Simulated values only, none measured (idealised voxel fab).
Process module name: voxel gate over fins
Shown is cross-section cut, with a width of 230 nm and square cells of size 5 nm.
Format of a cross-section: grid, square cells. Given as bands. Order: top down. Band: one or more rows of cells. Quick guide to a band line: top height, bottom height (nm) up front; then every material left to right with its width in nm. Only one material and it's marked "everywhere"? Then it fills the band edge to edge. And "blank" just means empty space. Heights are reckoned from 0. Under this level, the received wafer is all of one material. The bottommost band is open-ended downward, for example "0 and below". Width spec "30->40" -> top row of cells at first value, bottom row at second value, equal per-row change in between. When a step is marked "nothing got changed", none of the cells in the cross-section changed during that step. Look at "Enclosed void listing" for the closed voids: empty spaces with no open path to the top, sized 8 cells or up. Each is width x height at distance, distance from the left edge, all nm. Formally, on a step line, whatever follows the settings is a remark that the simulator itself makes on the step. For masked steps, "overlay nm" on the step line gives how far right of plan the mask actually lay; a minus sign means it lay to the left.
# The following list gives the planned process steps
1) RECEIVE with material Si
2) CONFORMAL_DEP with material SiN, thk nm 5
3) DIRECTIONAL_DEP with material aC, thk nm 10
4) PATTERN with tone cover, mask id FINS, material resist, width nm 15, pitch nm 45, thk nm 25, overlay nm -15
5) DIRECTIONAL_ETCH with etch materials aC, depth nm 10
6) STRIP with etch materials resist
7) DIRECTIONAL_ETCH with etch materials SiN, depth nm 5
8) DIRECTIONAL_ETCH with etch materials Si, depth nm 35
9) STRIP with etch materials aC
10) OXIDIZE with depth nm 5
11) FILL_DEP with material SiO2, thk nm 15
12) CMP with height nm 5
13) SELECTIVE_ETCH with etch materials SiO2, depth nm 20
14) STRIP with etch materials SiN
15) CONFORMAL_DEP with material HfO2, thk nm 5
16) CONFORMAL_DEP with material TiN, thk nm 5
17) FILL_DEP with material W, thk nm 15
18) CMP with height nm 20
19) CONFORMAL_DEP with material SiN, thk nm 5
For clarity, it should be stated that the wafers under discussion commence in an identical condition and differ with respect to the overlay nm of step 4, the plan indicating the value that the first wafer had.
# Received condition of the first of several wafers, sectioned: post-step 1
    0 and below = Si everywhere
    Enclosed void listing: none
# Once step 19, the last step, is complete, the module is at its end; this is the cross-section of the first of several wafers
    25 down to 20 = SiN everywhere
    20 down to 10 = W everywhere
    10 down to 5 = 40 nm W | 25 nm TiN | 20 nm W | 25 nm TiN | 20 nm W | 25 nm TiN | 75 nm W
    5 down to 0 = 40 nm W | 5 nm TiN | 15 nm HfO2 | 5 nm TiN | 20 nm W | 5 nm TiN | 15 nm HfO2 | 5 nm TiN | 20 nm W | 5 nm TiN | 15 nm HfO2 | 5 nm TiN | 75 nm W
    0 down to -5 = 40 nm W | 5 nm TiN | 5 nm HfO2 | 5 nm Si | 5 nm HfO2 | 5 nm TiN | 20 nm W | 5 nm TiN | 5 nm HfO2 | 5 nm Si | 5 nm HfO2 | 5 nm TiN | 20 nm W | 5 nm TiN | 5 nm HfO2 | 5 nm Si | 5 nm HfO2 | 5 nm TiN | 75 nm W
    -5 down to -10 = 45 nm TiN | 5 nm HfO2 | 5 nm Si | 5 nm HfO2 | 30 nm TiN | 5 nm HfO2 | 5 nm Si | 5 nm HfO2 | 30 nm TiN | 5 nm HfO2 | 5 nm Si | 5 nm HfO2 | 80 nm TiN
    -10 down to -15 = 50 nm HfO2 | 5 nm Si | 40 nm HfO2 | 5 nm Si | 40 nm HfO2 | 5 nm Si | 85 nm HfO2
    -15 down to -40 = 50 nm SiO2 | 5 nm Si | 40 nm SiO2 | 5 nm Si | 40 nm SiO2 | 5 nm Si | 85 nm SiO2
    -40 and below = Si everywhere
    Enclosed void listing: none
# Cross-sectional view, end of module, last wafer of several
    25 down to 20 = SiN everywhere
    20 down to 10 = W everywhere
    10 down to 5 = 70 nm W | 25 nm TiN | 20 nm W | 25 nm TiN | 20 nm W | 25 nm TiN | 45 nm W
    5 down to 0 = 70 nm W | 5 nm TiN | 15 nm HfO2 | 5 nm TiN | 20 nm W | 5 nm TiN | 15 nm HfO2 | 5 nm TiN | 20 nm W | 5 nm TiN | 15 nm HfO2 | 5 nm TiN | 45 nm W
    0 down to -5 = 70 nm W | 5 nm TiN | 5 nm HfO2 | 5 nm Si | 5 nm HfO2 | 5 nm TiN | 20 nm W | 5 nm TiN | 5 nm HfO2 | 5 nm Si | 5 nm HfO2 | 5 nm TiN | 20 nm W | 5 nm TiN | 5 nm HfO2 | 5 nm Si | 5 nm HfO2 | 5 nm TiN | 45 nm W
    -5 down to -10 = 75 nm TiN | 5 nm HfO2 | 5 nm Si | 5 nm HfO2 | 30 nm TiN | 5 nm HfO2 | 5 nm Si | 5 nm HfO2 | 30 nm TiN | 5 nm HfO2 | 5 nm Si | 5 nm HfO2 | 50 nm TiN
    -10 down to -15 = 80 nm HfO2 | 5 nm Si | 40 nm HfO2 | 5 nm Si | 40 nm HfO2 | 5 nm Si | 55 nm HfO2
    -15 down to -40 = 80 nm SiO2 | 5 nm Si | 40 nm SiO2 | 5 nm Si | 40 nm SiO2 | 5 nm Si | 55 nm SiO2
    -40 and below = Si everywhere
    Enclosed void listing: none
# So in this table every wafer gets its own row, and what you see is where it stands at the end of the module: for each material, how many cells it picked up (+) or gave up (-) since we received it, and after that its closed voids
overlay nm -15 | +64 HfO2 | -344 Si | +46 SiN | +215 SiO2 | +64 TiN | +185 W | Enclosed void listing: none
overlay nm -10 | +64 HfO2 | -344 Si | +46 SiN | +215 SiO2 | +64 TiN | +185 W | Enclosed void listing: none
overlay nm -5 | +64 HfO2 | -344 Si | +46 SiN | +215 SiO2 | +64 TiN | +185 W | Enclosed void listing: none
overlay nm 0 | +64 HfO2 | -344 Si | +46 SiN | +215 SiO2 | +64 TiN | +185 W | Enclosed void listing: none
overlay nm 5 | +64 HfO2 | -344 Si | +46 SiN | +215 SiO2 | +64 TiN | +185 W | Enclosed void listing: none
overlay nm 10 | +64 HfO2 | -344 Si | +46 SiN | +215 SiO2 | +64 TiN | +185 W | Enclosed void listing: none
overlay nm 15 | +64 HfO2 | -344 Si | +46 SiN | +215 SiO2 | +64 TiN | +185 W | Enclosed void listing: none
